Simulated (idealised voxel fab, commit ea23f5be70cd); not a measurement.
process module | voxel gate over fins
For reference, the cross-section in this document is cut, with width 270 nm and square cells of 5 nm.
Notation: cross-section as square-cell grid; stated in bands, top first, going down; one or more cell rows per band.
In this notation a band is specified by the heights of its top and bottom, in that order and in nm, after which its materials appear from left to right, each paired with its width in nm. The word "full width" attached to a single material means that material fills the band from edge to edge; the word "empty" stands for empty space.
We count height from 0. Below that, the starting wafer is all one material. The lowest band never ends at the bottom but goes on down; see "0 and below" for how that is written.
The expression "30 to 40" gives the width at the extremes of the band, the first number at its top row of cells and the second at its bottom row, with the width changing by equal amounts from each row to the next in between.
You'll sometimes find "nothing got changed" written for a step, and that's the way of saying that nowhere in the cross-section did a cell change during that step.
"Voids, fully enclosed" - sealed voids, min. 8 cells, no opening to top; format: width x height at distance (distance from left edge; nm throughout).
On each step's line, the part that comes after the settings is the simulator's own comment on the step.
"overlay nm" denotes, for a step that has a mask, the displacement of the mask to the right of its planned place, with negative values corresponding to the left.

# Planned process steps
| 1 | RECEIVE,material Si |
| 2 | CONFORMAL_DEP,material SiN,thk nm 5 |
| 3 | MASKED_ETCH,tone cover,mask id FINS,width nm 15,pitch nm 55,etch materials SiN,depth nm 5,overlay nm 0 |
| 4 | MASKED_ETCH,tone cover,mask id FINS,width nm 15,pitch nm 55,etch materials Si,depth nm 30,overlay nm 0 |
| 5 | FILL_DEP,material SiO2,thk nm 15 |
| 6 | CMP,height nm 5 |
| 7 | DIRECTIONAL_DEP,material aC,thk nm 15 |
| 8 | PATTERN,tone open,mask id RAIL,material resist,width nm 15,thk nm 35,overlay nm 0 |
| 9 | DIRECTIONAL_ETCH,etch materials aC,depth nm 15 |
| 10 | STRIP,etch materials resist |
| 11 | DIRECTIONAL_ETCH,etch materials SiO2,depth nm 30 |
| 12 | STRIP,etch materials aC |
| 13 | CONFORMAL_DEP,material TiN,thk nm 5 |
| 14 | FILL_DEP,material Ru,thk nm 5 |
| 15 | CMP,height nm 5 |
| 16 | SELECTIVE_ETCH,etch materials W Ru TiN,depth nm 25 |
| 17 | FILL_DEP,material SiO2,thk nm 5 |
| 18 | CMP,height nm 5 |
| 19 | SELECTIVE_ETCH,etch materials SiO2,depth nm 20 |
| 20 | STRIP,etch materials SiN |
| 21 | CONFORMAL_DEP,material HfO2,thk nm 5 |
| 22 | CONFORMAL_DEP,material TiN,thk nm 5 |
| 23 | FILL_DEP,material W,thk nm 10 |
| 24 | CMP,height nm 15 |
| 25 | CONFORMAL_DEP,material SiN,thk nm 10 |

# Cross-section: wafer on arrival = after step 1
0 and below: Si full width
Voids, fully enclosed: none

# Module complete, cross-section. Starting point and plan per above. One mistake made in running the module
25 down to 15: SiN full width
15 down to 10: W full width
10 down to 5: 90 nm W | 35 nm TiN | 20 nm W | 35 nm TiN | 90 nm W
5 down to 0: 90 nm W | 5 nm TiN | 25 nm HfO2 | 5 nm TiN | 20 nm W | 5 nm TiN | 25 nm HfO2 | 5 nm TiN | 90 nm W
0 down to -5: 90 nm W | 5 nm TiN | 5 nm HfO2 | 15 nm Si | 5 nm HfO2 | 5 nm TiN | 20 nm W | 5 nm TiN | 5 nm HfO2 | 15 nm Si | 5 nm HfO2 | 5 nm TiN | 90 nm W
-5 down to -10: 95 nm TiN | 5 nm HfO2 | 15 nm Si | 5 nm HfO2 | 30 nm TiN | 5 nm HfO2 | 15 nm Si | 5 nm HfO2 | 95 nm TiN
-10 down to -15: 100 nm HfO2 | 15 nm Si | 40 nm HfO2 | 15 nm Si | 100 nm HfO2
-15 down to -20: 100 nm SiO2 | 15 nm Si | 40 nm SiO2 | 15 nm Si | 100 nm SiO2
-20 down to -25: 100 nm TiN | 15 nm Si | 10 nm TiN | 15 nm SiO2 | 15 nm TiN | 15 nm Si | 100 nm TiN
-25 down to -30: 100 nm SiO2 | 15 nm Si | 40 nm SiO2 | 15 nm Si | 100 nm SiO2
-30 and below: Si full width
Voids, fully enclosed: none
What was the processing mistake? in deviation from the planned setting, step 8 was conducted as PATTERN,tone cover,mask id RAIL,material resist,width nm 15,thk nm 35,overlay nm 0
